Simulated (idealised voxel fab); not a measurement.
process module | voxel self aligned contacts
cross-section cut | 200 nm wide | cells 5 nm
A cross-section is a grid of square cells, given in bands from the top down. A band is one or more rows of cells.
Each band's line starts with the height of the band's top and of its bottom, in nm. Then come its materials from left to right, each with its width in nm. One material with "throughout" fills the band from edge to edge. "air" is empty space.
Height 0 is the level under which the wafer as received is all one material. The lowest band goes on downwards, as in "0 down".
A width such as "30 to 40" changes by the same amount from each row of cells to the next, from the band's top row to its bottom row.
"no change" after a step means that no cell of the cross-section changed.
closed voids: empty space of 8 cells or more with no open way to the top, each as width x height at its distance from the left edge, in nm
after a step's settings: what the simulator itself notes on the step
overlay nm, on a step with a mask: how far to the right of its planned place the mask lay; to the left if negative
plan
1 op RECEIVE | material Si
2 op OXIDIZE | depth nm 5
3 op DIRECTIONAL_DEP | material polySi | thk nm 20
4 op DIRECTIONAL_DEP | material SiN | thk nm 25
5 op PATTERN | tone cover | mask id GATE | material resist | width nm 30 | pitch nm 70 | thk nm 20 | overlay nm 0
6 op DIRECTIONAL_ETCH | etch materials SiN | depth nm 25
7 op DIRECTIONAL_ETCH | etch materials polySi | depth nm 20
8 op STRIP | etch materials resist
9 op CONFORMAL_DEP | material SiN | thk nm 10
10 op DIRECTIONAL_ETCH | etch materials SiN | depth nm 10
11 op FILL_DEP | material SiO2 | thk nm 15
12 op CMP | height nm 50
13 op MASKED_ETCH | tone open | mask id CONTACT | width nm 50 | pitch nm 70 | etch materials SiO2 | depth nm 55 | overlay nm 0
14 op CONFORMAL_DEP | material TiN | thk nm 5
15 op FILL_DEP | material W | thk nm 5
16 op CMP | height nm 50
17 op CONFORMAL_DEP | material SiCN | thk nm 5
first wafer, as planned
as received, after step 1
  0 down: Si throughout
  closed voids: none
after step 2
  0 to -5: SiO2 throughout
  below -5: unchanged
after step 3
  20 to 0: polySi throughout
  below 0: unchanged
after step 4
  45 to 20: SiN throughout
  below 20: unchanged
after step 5
  65 to 45: air 15 | resist 30 | air 40 | resist 30 | air 40 | resist 30 | air 15
  below 45: unchanged
after step 6
  65 to 45: air 15 | resist 30 | air 40 | resist 30 | air 40 | resist 30 | air 15
  45 to 20: air 15 | SiN 30 | air 40 | SiN 30 | air 40 | SiN 30 | air 15
  below 20: unchanged
after step 7
  65 to 45: air 15 | resist 30 | air 40 | resist 30 | air 40 | resist 30 | air 15
  45 to 20: air 15 | SiN 30 | air 40 | SiN 30 | air 40 | SiN 30 | air 15
  20 to 0: air 15 | polySi 30 | air 40 | polySi 30 | air 40 | polySi 30 | air 15
  below 0: unchanged
after step 8
  45 to 20: air 15 | SiN 30 | air 40 | SiN 30 | air 40 | SiN 30 | air 15
  below 20: unchanged
after step 9
  55 to 20: air 5 | SiN 50 | air 20 | SiN 50 | air 20 | SiN 50 | air 5
  20 to 10: air 5 | SiN 10 | polySi 30 | SiN 10 | air 20 | SiN 10 | polySi 30 | SiN 10 | air 20 | SiN 10 | polySi 30 | SiN 10 | air 5
  10 to 0: SiN 15 | polySi 30 | SiN 40 | polySi 30 | SiN 40 | polySi 30 | SiN 15
  below 0: unchanged
after step 10
  45 to 20: air 5 | SiN 50 | air 20 | SiN 50 | air 20 | SiN 50 | air 5
  20 to 0: air 5 | SiN 10 | polySi 30 | SiN 10 | air 20 | SiN 10 | polySi 30 | SiN 10 | air 20 | SiN 10 | polySi 30 | SiN 10 | air 5
  below 0: unchanged
after step 11
  60 to 45: SiO2 throughout
  45 to 20: SiO2 5 | SiN 50 | SiO2 20 | SiN 50 | SiO2 20 | SiN 50 | SiO2 5
  20 to 0: SiO2 5 | SiN 10 | polySi 30 | SiN 10 | SiO2 20 | SiN 10 | polySi 30 | SiN 10 | SiO2 20 | SiN 10 | polySi 30 | SiN 10 | SiO2 5
  below 0: unchanged
after step 12
  50 to 45: SiO2 throughout
  below 45: unchanged
after step 13
  50 to 45: SiO2 40 | air 50 | SiO2 20 | air 50 | SiO2 40
  45 to 20: SiO2 5 | SiN 50 | air 20 | SiN 50 | air 20 | SiN 50 | SiO2 5
  20 to 0: SiO2 5 | SiN 10 | polySi 30 | SiN 10 | air 20 | SiN 10 | polySi 30 | SiN 10 | air 20 | SiN 10 | polySi 30 | SiN 10 | SiO2 5
  0 to -5: SiO2 55 | air 20 | SiO2 50 | air 20 | SiO2 55
  below -5: unchanged
after step 14
  55 to 50: TiN 45 | air 40 | TiN 30 | air 40 | TiN 45
  50 to 45: SiO2 40 | TiN 20 | air 10 | TiN 20 | SiO2 20 | TiN 20 | air 10 | TiN 20 | SiO2 40
  45 to 20: SiO2 5 | SiN 50 | TiN 5 | air 10 | TiN 5 | SiN 50 | TiN 5 | air 10 | TiN 5 | SiN 50 | SiO2 5
  20 to 0: SiO2 5 | SiN 10 | polySi 30 | SiN 10 | TiN 5 | air 10 | TiN 5 | SiN 10 | polySi 30 | SiN 10 | TiN 5 | air 10 | TiN 5 | SiN 10 | polySi 30 | SiN 10 | SiO2 5
  0 to -5: SiO2 55 | TiN 20 | SiO2 50 | TiN 20 | SiO2 55
  below -5: unchanged
after step 15
  60 to 55: W throughout
  55 to 50: TiN 45 | W 40 | TiN 30 | W 40 | TiN 45
  50 to 45: SiO2 40 | TiN 20 | W 10 | TiN 20 | SiO2 20 | TiN 20 | W 10 | TiN 20 | SiO2 40
  45 to 20: SiO2 5 | SiN 50 | TiN 5 | W 10 | TiN 5 | SiN 50 | TiN 5 | W 10 | TiN 5 | SiN 50 | SiO2 5
  20 to 0: SiO2 5 | SiN 10 | polySi 30 | SiN 10 | TiN 5 | W 10 | TiN 5 | SiN 10 | polySi 30 | SiN 10 | TiN 5 | W 10 | TiN 5 | SiN 10 | polySi 30 | SiN 10 | SiO2 5
  below 0: unchanged
after step 16
  50 to 45: SiO2 40 | TiN 20 | W 10 | TiN 20 | SiO2 20 | TiN 20 | W 10 | TiN 20 | SiO2 40
  below 45: unchanged
after step 17
  55 to 50: SiCN throughout
  below 50: unchanged
second wafer: like start, like plan, one mistake. Through step 10 it matches the first wafer
when step 11 should have ended
  60 to 45: W throughout
  45 to 20: W 5 | SiN 50 | W 20 | SiN 50 | W 20 | SiN 50 | W 5
  20 to 0: W 5 | SiN 10 | polySi 30 | SiN 10 | W 20 | SiN 10 | polySi 30 | SiN 10 | W 20 | SiN 10 | polySi 30 | SiN 10 | W 5
  below 0: unchanged
when step 12 should have ended
  50 to 45: W throughout
  below 45: unchanged
when step 13 should have ended: no change
when step 14 should have ended
  55 to 50: TiN throughout
  below 50: unchanged
when step 15 should have ended
  60 to 55: W throughout
  below 55: unchanged
when step 16 should have ended
  50 to 45: W throughout
  below 45: unchanged
when step 17 should have ended
  55 to 50: SiCN throughout
  below 50: unchanged
what went wrong: step 11 ran as: op FILL_DEP | material W | thk nm 15
at the end the second wafer has, in cells: 30 fewer of SiO2 | 60 fewer of TiN | 90 more of W
